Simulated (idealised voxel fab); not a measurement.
The name of this process module is voxel transistor to metal.
Shown is cross-section cut, with a width of 160 nm and square cells of size 5 nm.
Cross-sections here: square-cell grids, written as top-down lists of bands, a band being one or more rows of cells. Quick guide to a band line: top height, bottom height (nm) up front; then every material left to right with its width in nm. Only one material and it's marked "full width"? Then it fills the band edge to edge. And "empty" just means empty space. Note: height 0 marks the level under which the wafer is uniformly one material as received. Lowest band unbounded below, written "from 0 down". A width such as "30->40" changes by the same amount from each row of cells to the next, from the band's top row to its bottom row. The cross-section has no changed cell in any step marked "no alterations made". Basically, "Sealed internal voids" tells you about the enclosed voids: empty spaces with no open way to the top, 8 cells or bigger, each written width x height at distance, where distance is from the left edge, all in nm. That trailing text on a step's line, after the settings, is the simulator's own remark on the step. A step line may carry the setting "overlay nm", which, for steps involving a mask, states the distance by which the mask lay to the right of its intended position; negative values denote displacement to the left.
This section lists the process steps that were planned
1. op RECEIVE | material Si
2. op CONFORMAL_DEP | material SiO2 | thk nm 5
3. op CONFORMAL_DEP | material SiN | thk nm 15
4. op DIRECTIONAL_DEP | material aC | thk nm 10
5. op PATTERN | tone cover | mask id ACTIVE | material resist | width nm 90 | thk nm 30 | overlay nm 0
6. op DIRECTIONAL_ETCH | etch materials aC | depth nm 10
7. op STRIP | etch materials resist
8. op DIRECTIONAL_ETCH | etch materials SiN | depth nm 15
9. op DIRECTIONAL_ETCH | etch materials SiO2 | depth nm 5
10. op DIRECTIONAL_ETCH | etch materials Si | depth nm 35
11. op STRIP | etch materials aC
12. op FILL_DEP | material SiO2 | thk nm 5
13. op CMP | height nm 20
14. op SELECTIVE_ETCH | etch materials SiO2 | depth nm 10
15. op STRIP | etch materials SiN
16. op SELECTIVE_ETCH | etch materials SiO2 | depth nm 5
17. op OXIDIZE | depth nm 5
18. op DIRECTIONAL_DEP | material polySi | thk nm 20
19. op DIRECTIONAL_DEP | material SiCN | thk nm 10
20. op PATTERN | tone cover | mask id GATE | material resist | width nm 20 | thk nm 20 | overlay nm 0
21. op DIRECTIONAL_ETCH | etch materials SiCN | depth nm 20
22. op DIRECTIONAL_ETCH | etch materials polySi | depth nm 30
23. op STRIP | etch materials resist
24. op CONFORMAL_DEP | material SiN | thk nm 5
25. op DIRECTIONAL_ETCH | etch materials SiN | depth nm 5
26. op DIRECTIONAL_ETCH | etch materials SiO2 | depth nm 5
27. op DIRECTIONAL_ETCH | etch materials Si | depth nm 10
28. op EPI | material SiGe | thk nm 10
29. op FILL_DEP | material SiO2 | thk nm 10
30. op CMP | height nm 30
31. op DIRECTIONAL_DEP | material SiO2 | thk nm 15
32. op MASKED_ETCH | tone open | mask id CONTACT | width nm 15 | pitch nm 65 | etch materials SiO2 | depth nm 50 | overlay nm 0
33. op CONFORMAL_DEP | material TiN | thk nm 5
34. op FILL_DEP | material W | thk nm 5
35. op CMP | height nm 45
36. op DIRECTIONAL_DEP | material TiN | thk nm 5
37. op DIRECTIONAL_DEP | material Ru | thk nm 15
38. op MASKED_ETCH | tone cover | mask id METAL_1 | width nm 15 | pitch nm 65 | etch materials Ru | depth nm 15 | overlay nm 0
39. op MASKED_ETCH | tone cover | mask id METAL_1 | width nm 15 | pitch nm 65 | etch materials TiN | depth nm 5 | overlay nm 0
40. op FILL_DEP | material lowk | thk nm 5
41. op CMP | height nm 65
42. op CONFORMAL_DEP | material SiCN | thk nm 5
43. op DIRECTIONAL_DEP | material lowk | thk nm 25
44. op MASKED_ETCH | tone open | mask id METAL_2 | width nm 15 | pitch nm 65 | etch materials lowk | depth nm 15 | overlay nm 0
45. op PATTERN | tone open | mask id METAL_2_HOLES | material resist | width nm 15 | pitch nm 65 | thk nm 20 | overlay nm 0
46. op DIRECTIONAL_ETCH | etch materials lowk | depth nm 10
47. op DIRECTIONAL_ETCH | etch materials SiCN | depth nm 5
48. op STRIP | etch materials resist
49. op CONFORMAL_DEP | material TiN | thk nm 5
50. op FILL_DEP | material Cu | thk nm 10
51. op CMP | height nm 95
52. op CONFORMAL_DEP | material SiCN | thk nm 5
As-received wafer cross-section (after step 1)
> from 0 down | Si full width
> Sealed internal voids: none
a wafer at the end: this start, this plan, one mistake
> from 100 to 95 | SiCN full width
> from 95 to 70 | lowk=40  TiN=5  Cu=5  TiN=5  lowk=50  TiN=5  Cu=5  TiN=5  lowk=40
> from 70 to 65 | SiCN=40  TiN=15  SiCN=50  TiN=15  SiCN=40
> from 65 to 50 | lowk=40  Ru=15  lowk=50  Ru=15  lowk=40
> from 50 to 45 | lowk=40  TiN=15  lowk=50  TiN=15  lowk=40
> from 45 to 30 | SiO2=45  W=5  SiO2=60  W=5  SiO2=45
> from 30 to 20 | SiO2=45  W=5  SiO2=15  SiN=5  SiCN=20  SiN=5  SiO2=15  W=5  SiO2=45
> from 20 to 5 | SiO2=45  W=5  SiO2=15  SiN=5  polySi=20  SiN=5  SiO2=15  W=5  SiO2=45
> from 5 to 0 | SiO2=30  SiN=5  SiO2=10  W=5  SiO2=5  SiGe=10  SiN=5  polySi=20  SiN=5  SiGe=10  SiO2=5  W=5  SiO2=10  SiN=5  SiO2=30
> from 0 to -5 | SiO2=55  SiGe=10  SiO2=30  SiGe=10  SiO2=55
> from -5 to -15 | SiO2=35  SiGe=30  Si=30  SiGe=30  SiO2=35
> from -15 to -35 | SiO2=35  Si=90  SiO2=35
> from -35 down | Si full width
> Sealed internal voids: none
Run error: step 33 deviated from plan and actually ran as op CONFORMAL_DEP | material SiO2 | thk nm 5
